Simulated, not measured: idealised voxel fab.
Process module name: voxel capacitor over wiring
The cross-section shown here is cut; it is 245 nm wide and divided into square cells measuring 5 nm on a side.
Cross-section layout: square cells on a grid; listed as bands, top to bottom; a band spans one or more cell rows. What a band's entry tells you: where the top is and where the bottom is, as heights in nm, and after that what lies inside, material by material from left to right, each with its width in nm. Empty space is written as the word "empty", and a single material marked with the word "throughout" occupies the band from edge to edge. Zero point of the height axis is 0; under it, received wafer = one material. Lowest band: continues down indefinitely, "0 down". Note: "30->40" means the width goes from the first number (top row of the band) to the second number (bottom row) in equal steps per row of cells. "no alterations made" for a step: no cell of the cross-section changed in that step. So "Enclosed internal cavities" is basically the list of trapped voids: any empty space of 8 cells or more that can't reach the top through an opening. They're written width x height at distance, the distance being from the left edge, and it's all nm. after a step's settings: what the simulator itself notes on the step. Steps that use a mask can have "overlay nm" on their line. It says how far the mask sat to the right of where it was meant to be. Negative means to the left.

-- Planned step list for the process
1. RECEIVE | material Si
2. CONFORMAL_DEP | material SiO2 | thk nm 15
3. DIRECTIONAL_DEP | material TiN | thk nm 5
4. DIRECTIONAL_DEP | material Ru | thk nm 15
5. DIRECTIONAL_DEP | material aC | thk nm 10
6. PATTERN | tone cover | mask id METAL_1 | material resist | width nm 25 | pitch nm 85 | thk nm 30 | overlay nm 0
7. DIRECTIONAL_ETCH | etch materials aC | depth nm 10
8. STRIP | etch materials resist
9. DIRECTIONAL_ETCH | etch materials Ru | depth nm 15
10. DIRECTIONAL_ETCH | etch materials TiN | depth nm 5
11. STRIP | etch materials aC
12. FILL_DEP | material SiO2 | thk nm 5
13. CMP | height nm 35
14. CONFORMAL_DEP | material SiCN | thk nm 5
15. DIRECTIONAL_DEP | material SiO2 | thk nm 20
16. PATTERN | tone open | mask id PLUG_1 | material resist | width nm 15 | thk nm 20 | overlay nm 0
17. DIRECTIONAL_ETCH | etch materials SiO2 | depth nm 20
18. DIRECTIONAL_ETCH | etch materials SiCN | depth nm 5
19. STRIP | etch materials resist
20. CONFORMAL_DEP | material TiN | thk nm 5
21. FILL_DEP | material Ru | thk nm 5
22. CMP | height nm 60
23. DIRECTIONAL_DEP | material TiN | thk nm 5
24. DIRECTIONAL_DEP | material SiN | thk nm 5
25. DIRECTIONAL_DEP | material TiN | thk nm 5
26. PATTERN | tone cover | mask id UPPER_PLATE | material resist | width nm 65 | thk nm 15 | overlay nm 0
27. DIRECTIONAL_ETCH | etch materials TiN | depth nm 5
28. DIRECTIONAL_ETCH | etch materials SiN | depth nm 5
29. STRIP | etch materials resist
30. MASKED_ETCH | tone cover | mask id LOWER_PLATE | width nm 75 | etch materials TiN | depth nm 5 | overlay nm 0
31. FILL_DEP | material SiO2 | thk nm 20
32. CMP | height nm 90
33. MASKED_ETCH | tone open | mask id PLUG_2 | width nm 15 | etch materials SiO2 | depth nm 15 | overlay nm 0
34. CONFORMAL_DEP | material TiN | thk nm 5
35. FILL_DEP | material Cu | thk nm 5
36. CMP | height nm 90
37. CONFORMAL_DEP | material SiN | thk nm 5

-- Wafer at receipt (post step 1), cross-section
  0 down | Si throughout
  Enclosed internal cavities: none

-- Cross-section at module end, one run error; start and plan unchanged from above
  95 to 90 | SiN throughout
  90 to 80 | 85 nm SiO2, then 5 nm TiN, then 5 nm Cu, then 5 nm TiN, then 145 nm SiO2
  80 to 70 | 85->75 nm SiO2, then 15->65 nm TiN, then 145->105 nm SiO2
  70 to 65 | 75 nm SiO2, then 65 nm SiN, then 105 nm SiO2
  65 to 60 | 70 nm SiO2, then 75 nm TiN, then 100 nm SiO2
  60 to 55 | 75 nm SiCN, then 15 nm TiN, then 155 nm SiCN
  55 to 35 | SiO2 throughout
  35 to 20 | 65 nm SiO2, then 25 nm Ru, then 60 nm SiO2, then 25 nm Ru, then 70 nm SiO2
  20 to 15 | 65 nm SiO2, then 25 nm TiN, then 60 nm SiO2, then 25 nm TiN, then 70 nm SiO2
  15 to 0 | SiO2 throughout
  0 down | Si throughout
  Enclosed internal cavities: none
Which mistake was made when the wafer was run? the intended sequence of steps 14 and 15 was reversed during processing, with each occupying the position of the other
